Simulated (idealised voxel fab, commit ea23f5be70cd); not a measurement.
The process module presented herein is designated voxel transistor to metal.
290 nm wide, 5 nm square cells: that's cross-section cut.
If you're reading a cross-section in this doc, picture square cells in a grid; it comes to you as bands, top ones listed first down to the bottom, and a band can be one or more rows of cells.
Top height, bottom height, nm. Materials left to right, width each, nm. Single material + "edge to edge" = fills band edge to edge. "air" = empty.
All heights in this document are referenced to 0, defined as the level beneath which the wafer, as received, consists entirely of one material. The lowest band is not bounded below; it extends indefinitely downward and is written in the form "0 nm and below".
With a width like "30..40", each row of cells in the band differs from the next by the same amount, the top row carrying the first number and the bottom row the second.
For the purposes of this document, the phrase "nothing was modified" attached to a step denotes that no cell within the cross-section was modified by that step.
Reported under the label "Unvented cavities" are the empty spaces having no open way to the top and comprising 8 cells or more; the notation for each is width x height at distance, in which the distance is measured from the left edge and all three values are in nm.
If you see something after the settings on a step's line, that's the simulator's own remark about that step.
overlay nm, on a step with a mask: how far to the right of its planned place the mask lay; to the left if negative

**Planned process steps**
1) RECEIVE | material Si
2) OXIDIZE | depth nm 5
3) CONFORMAL_DEP | material SiN | thk nm 10
4) PATTERN | tone cover | mask id ACTIVE | material resist | width nm 115 | pitch nm 140 | thk nm 15 | overlay nm 0
5) DIRECTIONAL_ETCH | etch materials SiN | depth nm 10
6) DIRECTIONAL_ETCH | etch materials SiO2 | depth nm 5
7) DIRECTIONAL_ETCH | etch materials Si | depth nm 35
8) STRIP | etch materials resist
9) FILL_DEP | material SiO2 | thk nm 10
10) CMP | height nm 10
11) SELECTIVE_ETCH | etch materials SiO2 | depth nm 10
12) STRIP | etch materials SiN
13) SELECTIVE_ETCH | etch materials SiO2 | depth nm 5
14) OXIDIZE | depth nm 5
15) DIRECTIONAL_DEP | material polySi | thk nm 20
16) DIRECTIONAL_DEP | material SiCN | thk nm 15
17) PATTERN | tone cover | mask id GATE | material resist | width nm 25 | pitch nm 140 | thk nm 15 | overlay nm 0
18) DIRECTIONAL_ETCH | etch materials SiCN | depth nm 25
19) DIRECTIONAL_ETCH | etch materials polySi | depth nm 30
20) STRIP | etch materials resist
21) CONFORMAL_DEP | material SiN | thk nm 5
22) DIRECTIONAL_ETCH | etch materials SiN | depth nm 5
23) DIRECTIONAL_ETCH | etch materials SiO2 | depth nm 5
24) DIRECTIONAL_ETCH | etch materials Si | depth nm 15
25) EPI | material nSi | thk nm 20
26) FILL_DEP | material SiO2 | thk nm 10
27) CMP | height nm 15
28) STRIP | etch materials polySi
29) SELECTIVE_ETCH | etch materials SiO2 | depth nm 5
30) CONFORMAL_DEP | material HfO2 | thk nm 5
31) CONFORMAL_DEP | material TiN | thk nm 5
32) FILL_DEP | material W | thk nm 10
33) CMP | height nm 10
34) DIRECTIONAL_DEP | material SiO2 | thk nm 15
35) MASKED_ETCH | tone open | mask id CONTACT | width nm 15 | etch materials SiO2 | depth nm 30 | overlay nm 0
36) CONFORMAL_DEP | material TiN | thk nm 5
37) FILL_DEP | material Ru | thk nm 5
38) CMP | height nm 25
39) CONFORMAL_DEP | material SiN | thk nm 5
40) DIRECTIONAL_DEP | material SiO2 | thk nm 20
41) DIRECTIONAL_DEP | material aC | thk nm 10
42) PATTERN | tone open | mask id METAL_1 | material resist | width nm 15 | thk nm 30 | overlay nm -10
43) DIRECTIONAL_ETCH | etch materials aC | depth nm 10
44) STRIP | etch materials resist
45) DIRECTIONAL_ETCH | etch materials SiO2 | depth nm 20
46) DIRECTIONAL_ETCH | etch materials SiN | depth nm 5
47) STRIP | etch materials aC
48) CONFORMAL_DEP | material TiN | thk nm 5
49) FILL_DEP | material Cu | thk nm 5
50) CMP | height nm 50
51) EPI | material Ru | thk nm 5
52) FILL_DEP | material SiCN | thk nm 5
Variable across wafers: step 42 overlay nm (plan value is that of the first wafer; starting state common to all).

**First of several wafers (as received, post step 1), cross-sectional view**
	0 nm and below = Si edge to edge
	Unvented cavities: none

**Below, a row for every wafer. Read it as the end-of-module picture: for each material the wafer shows its cells gained (+) or lost (-) since it was received, and then its closed voids**
overlay nm -10 | +16 Cu | +26 HfO2 | +28 Ru | -284 Si | +96 SiCN | +58 SiN | +462 SiO2 | +110 TiN | +4 W | +180 nSi | Unvented cavities: none
overlay nm -5 | +16 Cu | +26 HfO2 | +28 Ru | -284 Si | +96 SiCN | +58 SiN | +462 SiO2 | +110 TiN | +4 W | +180 nSi | Unvented cavities: none
overlay nm 0 | +16 Cu | +26 HfO2 | +28 Ru | -284 Si | +96 SiCN | +58 SiN | +462 SiO2 | +110 TiN | +4 W | +180 nSi | Unvented cavities: none
overlay nm 5 | +16 Cu | +26 HfO2 | +28 Ru | -284 Si | +96 SiCN | +58 SiN | +462 SiO2 | +110 TiN | +4 W | +180 nSi | Unvented cavities: none
overlay nm 10 | +16 Cu | +26 HfO2 | +28 Ru | -284 Si | +96 SiCN | +58 SiN | +462 SiO2 | +110 TiN | +4 W | +180 nSi | Unvented cavities: none
overlay nm 15 | +16 Cu | +26 HfO2 | +28 Ru | -284 Si | +96 SiCN | +58 SiN | +462 SiO2 | +110 TiN | +4 W | +180 nSi | Unvented cavities: none
